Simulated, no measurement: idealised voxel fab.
Process module under the name voxel ribs on slabs
The cross-section on display is named cut; it measures 285 nm wide, and its cells are 5 nm squares.
Bands, listed from the top down, are how a cross-section gets written in this document; the cross-section itself is a grid of square cells, and a band is one or more rows of them.
Read a band's entry like this: the first values are the height of its top and the height of its bottom in nm, and what follows is the sequence of materials from left to right, each with its width in nm. Note that "air" is empty space, and that a single material marked "throughout" reaches across the band from edge to edge.
For the purposes of this specification, 0 denotes the height below which the wafer in its as-received condition is composed wholly of one material, and the lowermost band, lacking a lower limit, extends downward without end, as expressed in "from 0 down".
With a width like "30 to 40", each row of cells in the band differs from the next by the same amount, the top row carrying the first number and the bottom row the second.
Given "remains unaltered" for a step, no cell of the cross-section differs between before and after that step.
Each empty space that has no open way to the top and spans at least 8 cells appears under "Trapped void list" as width x height at distance, the distance counted from the left edge, all in nm.
What comes after the settings on a step's line is commentary from the simulator itself on that step.
A step line may carry the setting "overlay nm", which, for steps involving a mask, states the distance by which the mask lay to the right of its intended position; negative values denote displacement to the left.
LIST OF PLANNED PROCESS STEPS
- 1: RECEIVE (material Si)
- 2: DIRECTIONAL_DEP (material SiO2; thk nm 20)
- 3: DIRECTIONAL_DEP (material SiN; thk nm 15)
- 4: MASKED_ETCH (tone cover; mask id RIB; width nm 20; etch materials SiN; depth nm 10; overlay nm 0)
- 5: PATTERN (tone cover; mask id SLAB; material resist; width nm 60; thk nm 20; overlay nm 0)
- 6: DIRECTIONAL_ETCH (etch materials SiN; depth nm 10)
- 7: STRIP (etch materials resist)
- 8: FILL_DEP (material SiO2; thk nm 20)
- 9: CMP (height nm 55)
- 10: DIRECTIONAL_DEP (material W; thk nm 10)
- 11: MASKED_ETCH (tone cover; mask id HEATER; width nm 30; etch materials W; depth nm 10; overlay nm 0)
- 12: CONFORMAL_DEP (material SiO2; thk nm 10)
Quick note for whoever runs this: the wafers start identical, but the thk nm at step 3 isn't the same across them. The plan just shows what the first wafer had.
THE FIRST OF SEVERAL WAFERS, AS RECEIVED AFTER STEP 1, SEEN IN SECTION
* from 0 down = Si throughout
* Trapped void list: none
END OF MODULE, BY WAFER: MATERIAL-BY-MATERIAL CELL GAIN (+) OR LOSS (-) SINCE RECEIPT, THEN CLOSED VOIDS
thk nm 15; +20 SiN; +729 SiO2; +12 W; Trapped void list: none
thk nm 20; +32 SiN; +717 SiO2; +12 W; Trapped void list: none
thk nm 25; +89 SiN; +660 SiO2; +12 W; Trapped void list: none
thk nm 30; +146 SiN; +603 SiO2; +12 W; Trapped void list: none
thk nm 35; +203 SiN; +546 SiO2; +12 W; Trapped void list: none
